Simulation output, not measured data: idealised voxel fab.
process module | voxel self aligned contacts
cross-section cut | 250 nm wide | cells 5 nm
A cross-section is a grid of square cells, given in bands from the top down. A band is one or more rows of cells.
Each band's line starts with the height of the band's top and of its bottom, in nm. Then come its materials from left to right, each with its width in nm. One material with "throughout" fills the band from edge to edge. "air" is empty space.
Height 0 is the level under which the wafer as received is all one material. The lowest band goes on downwards, as in "0 down".
A width such as "30 to 40" changes by the same amount from each row of cells to the next, from the band's top row to its bottom row.
"no change" after a step means that no cell of the cross-section changed.
closed voids: empty space of 8 cells or more with no open way to the top, each as width x height at its distance from the left edge, in nm
after a step's settings: what the simulator itself notes on the step
overlay nm, on a step with a mask: how far to the right of its planned place the mask lay; to the left if negative
plan
1 op RECEIVE | material Si
2 op OXIDIZE | depth nm 5
3 op DIRECTIONAL_DEP | material polySi | thk nm 25
4 op DIRECTIONAL_DEP | material SiN | thk nm 25
5 op DIRECTIONAL_DEP | material aC | thk nm 15
6 op PATTERN | tone cover | mask id GATE | material resist | width nm 35 | pitch nm 75 | thk nm 35 | overlay nm 0
7 op DIRECTIONAL_ETCH | etch materials aC | depth nm 15
8 op STRIP | etch materials resist
9 op DIRECTIONAL_ETCH | etch materials SiN | depth nm 25
10 op DIRECTIONAL_ETCH | etch materials polySi | depth nm 25
11 op STRIP | etch materials aC
12 op CONFORMAL_DEP | material SiN | thk nm 10
13 op DIRECTIONAL_ETCH | etch materials SiN | depth nm 10
14 op FILL_DEP | material SiO2 | thk nm 15
15 op CMP | height nm 55
16 op MASKED_ETCH | tone open | mask id CONTACT | width nm 60 | etch materials SiO2 | depth nm 60 | overlay nm -15
17 op CONFORMAL_DEP | material TiN | thk nm 5
18 op FILL_DEP | material Ru | thk nm 5
19 op CMP | height nm 55
20 op CONFORMAL_DEP | material SiN | thk nm 5
varied across the wafers: overlay nm of step 16. The plan shows the first wafer's value. All wafers start alike
first wafer as received, after step 1
  0 down: Si throughout
  closed voids: none
each wafer at the end: cells of each material gained (+) or lost (-) since it was received, then its closed voids
overlay nm -15 | +22 Ru | -50 Si | +200 SiN | +324 SiO2 | +34 TiN | +70 polySi | closed voids: none
overlay nm -10 | +22 Ru | -50 Si | +200 SiN | +324 SiO2 | +34 TiN | +70 polySi | closed voids: none
overlay nm -5 | +22 Ru | -50 Si | +200 SiN | +324 SiO2 | +34 TiN | +70 polySi | closed voids: none
overlay nm 0 | +22 Ru | -50 Si | +200 SiN | +324 SiO2 | +34 TiN | +70 polySi | closed voids: none
overlay nm 5 | +22 Ru | -50 Si | +200 SiN | +324 SiO2 | +34 TiN | +70 polySi | closed voids: none
overlay nm 10 | +22 Ru | -50 Si | +200 SiN | +324 SiO2 | +34 TiN | +70 polySi | closed voids: none
overlay nm 15 | +22 Ru | -50 Si | +200 SiN | +324 SiO2 | +34 TiN | +70 polySi | closed voids: none
